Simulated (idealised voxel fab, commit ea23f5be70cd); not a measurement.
The following is a process module called voxel transistor to metal.
Square cell edge 5 nm, section width 165 nm, ID cut.
Think of the cross-section as a grid of square cells. We describe it in bands, top to bottom, and each band covers one or more rows of those cells. Read a band's entry like this: the first values are the height of its top and the height of its bottom in nm, and what follows is the sequence of materials from left to right, each with its width in nm. Note that "blank" is empty space, and that a single material marked "edge to edge" reaches across the band from edge to edge. Beneath 0, the wafer as received is one material, and that level is where height counting begins. The lowest band goes on downward without a bottom; it is written like "top 0, no bottom". Width "30..40": first value at the band's top row of cells, second value at its bottom row, equal change from row to row. "identical to before" for a step: no cell of the cross-section changed in that step. "Enclosed void entries": empty spaces of 8 cells or more with no open way to the top, each given as width x height at distance, distance from the left edge, all in nm. Step line, after settings: the simulator's comment on this step. The "overlay nm" setting may appear on a step's line; for a step that uses a mask, it gives how far to the right of its planned position the mask lay, and a negative value indicates the left.
Intended process steps:
| 1 | RECEIVE | material Si |
| 2 | CONFORMAL_DEP | material SiO2 | thk nm 5 |
| 3 | CONFORMAL_DEP | material SiN | thk nm 15 |
| 4 | DIRECTIONAL_DEP | material aC | thk nm 10 |
| 5 | PATTERN | tone cover | mask id ACTIVE | material resist | width nm 105 | thk nm 30 | overlay nm 0 |
| 6 | DIRECTIONAL_ETCH | etch materials aC | depth nm 10 |
| 7 | STRIP | etch materials resist |
| 8 | DIRECTIONAL_ETCH | etch materials SiN | depth nm 15 |
| 9 | DIRECTIONAL_ETCH | etch materials SiO2 | depth nm 5 |
| 10 | DIRECTIONAL_ETCH | etch materials Si | depth nm 30 |
| 11 | STRIP | etch materials aC |
| 12 | OXIDIZE | depth nm 5 |
| 13 | FILL_DEP | material SiO2 | thk nm 10 |
| 14 | CMP | height nm 20 |
| 15 | SELECTIVE_ETCH | etch materials SiO2 | depth nm 10 |
| 16 | STRIP | etch materials SiN |
| 17 | SELECTIVE_ETCH | etch materials SiO2 | depth nm 5 |
| 18 | OXIDIZE | depth nm 5 |
| 19 | DIRECTIONAL_DEP | material polySi | thk nm 20 |
| 20 | DIRECTIONAL_DEP | material SiCN | thk nm 10 |
| 21 | PATTERN | tone cover | mask id GATE | material resist | width nm 35 | thk nm 20 | overlay nm 0 |
| 22 | DIRECTIONAL_ETCH | etch materials SiCN | depth nm 20 |
| 23 | DIRECTIONAL_ETCH | etch materials polySi | depth nm 30 |
| 24 | STRIP | etch materials resist |
| 25 | CONFORMAL_DEP | material SiO2 | thk nm 5 |
| 26 | DIRECTIONAL_ETCH | etch materials SiO2 | depth nm 5 |
| 27 | CONFORMAL_DEP | material SiN | thk nm 10 |
| 28 | DIRECTIONAL_ETCH | etch materials SiN | depth nm 10 |
| 29 | DIRECTIONAL_ETCH | etch materials SiO2 | depth nm 5 |
| 30 | DIRECTIONAL_ETCH | etch materials Si | depth nm 5 |
| 31 | EPI | material pSi | thk nm 5 |
| 32 | FILL_DEP | material SiO2 | thk nm 10 |
| 33 | CMP | height nm 20 |
| 34 | STRIP | etch materials polySi |
| 35 | SELECTIVE_ETCH | etch materials SiO2 | depth nm 5 |
| 36 | CONFORMAL_DEP | material HfO2 | thk nm 5 |
| 37 | CONFORMAL_DEP | material TiN | thk nm 5 |
| 38 | FILL_DEP | material W | thk nm 10 |
| 39 | CMP | height nm 15 |
| 40 | DIRECTIONAL_DEP | material SiO2 | thk nm 15 |
| 41 | DIRECTIONAL_DEP | material aC | thk nm 10 |
| 42 | PATTERN | tone open | mask id CONTACT | material resist | width nm 15 | pitch nm 80 | thk nm 30 | overlay nm 0 |
| 43 | DIRECTIONAL_ETCH | etch materials aC | depth nm 10 |
| 44 | STRIP | etch materials resist |
| 45 | DIRECTIONAL_ETCH | etch materials SiO2 | depth nm 30 |
| 46 | STRIP | etch materials aC |
| 47 | CONFORMAL_DEP | material TiN | thk nm 5 |
| 48 | FILL_DEP | material Ru | thk nm 5 |
| 49 | CMP | height nm 30 |
| 50 | DIRECTIONAL_DEP | material TiN | thk nm 5 |
| 51 | DIRECTIONAL_DEP | material Ru | thk nm 20 |
| 52 | MASKED_ETCH | tone cover | mask id METAL_1 | width nm 15 | pitch nm 80 | etch materials Ru | depth nm 20 | overlay nm 0 |
| 53 | MASKED_ETCH | tone cover | mask id METAL_1 | width nm 15 | pitch nm 80 | etch materials TiN | depth nm 5 | overlay nm 0 |
| 54 | CONFORMAL_DEP | material SiN | thk nm 5 |
| 55 | FILL_DEP | material lowk | thk nm 10 |
| 56 | CMP | height nm 55 |
| 57 | CONFORMAL_DEP | material SiCN | thk nm 5 |
| 58 | DIRECTIONAL_DEP | material SiO2 | thk nm 25 |
| 59 | DIRECTIONAL_DEP | material aC | thk nm 10 |
| 60 | PATTERN | tone open | mask id METAL_2 | material resist | width nm 15 | pitch nm 80 | thk nm 25 | overlay nm 0 |
| 61 | DIRECTIONAL_ETCH | etch materials aC | depth nm 10 |
| 62 | STRIP | etch materials resist |
| 63 | DIRECTIONAL_ETCH | etch materials SiO2 | depth nm 15 |
| 64 | STRIP | etch materials aC |
| 65 | MASKED_ETCH | tone open | mask id METAL_2_HOLES | width nm 15 | pitch nm 80 | etch materials SiO2 | depth nm 10 | overlay nm 0 |
| 66 | MASKED_ETCH | tone open | mask id METAL_2_HOLES | width nm 15 | pitch nm 80 | etch materials SiCN | depth nm 5 | overlay nm 0 |
| 67 | CONFORMAL_DEP | material TiN | thk nm 5 |
| 68 | FILL_DEP | material Cu | thk nm 10 |
| 69 | CMP | height nm 85 |
| 70 | CONFORMAL_DEP | material SiN | thk nm 5 |
Step 1 complete: cross-section of the wafer as received:
    top 0, no bottom = Si edge to edge
    Enclosed void entries: none
What the wafer looks like in cross-section after this module, when it starts as shown above and follows the plan above but one mistake is made in running it:
    top 90, bottom 85 = SiN edge to edge
    top 85, bottom 60 = 35 nm SiO2 | 5 nm TiN | 5 nm Cu | 5 nm TiN | 65 nm SiO2 | 5 nm TiN | 5 nm Cu | 5 nm TiN | 35 nm SiO2
    top 60, bottom 55 = 35 nm SiCN | 15 nm TiN | 65 nm SiCN | 15 nm TiN | 35 nm SiCN
    top 55, bottom 35 = 30 nm lowk | 5 nm SiN | 15 nm Ru | 5 nm SiN | 55 nm lowk | 5 nm SiN | 15 nm Ru | 5 nm SiN | 30 nm lowk
    top 35, bottom 30 = 35 nm SiN | 15 nm TiN | 65 nm SiN | 15 nm TiN | 35 nm SiN
    top 30, bottom 15 = 35 nm SiO2 | 5 nm TiN | 5 nm Ru | 5 nm TiN | 65 nm SiO2 | 5 nm TiN | 5 nm Ru | 5 nm TiN | 35 nm SiO2
    top 15, bottom 10 = 35 nm SiO2 | 5 nm TiN | 5 nm Ru | 5 nm TiN | 10 nm SiN | 5 nm HfO2 | 5 nm TiN | 25 nm W | 5 nm TiN | 5 nm HfO2 | 10 nm SiN | 5 nm TiN | 5 nm Ru | 5 nm TiN | 35 nm SiO2
    top 10, bottom 5 = 35 nm SiO2 | 15 nm TiN | 10 nm SiN | 5 nm HfO2 | 35 nm TiN | 5 nm HfO2 | 10 nm SiN | 15 nm TiN | 35 nm SiO2
    top 5, bottom 0 = 35 nm SiO2 | 10 nm TiN | 5 nm pSi | 10 nm SiO2 | 45 nm HfO2 | 10 nm SiO2 | 5 nm pSi | 10 nm TiN | 35 nm SiO2
    top 0, bottom -5 = 35 nm SiO2 | 15 nm pSi | 65 nm Si | 15 nm pSi | 35 nm SiO2
    top -5, bottom -35 = 35 nm SiO2 | 95 nm Si | 35 nm SiO2
    top -35, no bottom = Si edge to edge
    Enclosed void entries: none
Error vs. plan: the processing plan was not followed for steps 16 and 17, which were run with their positions exchanged
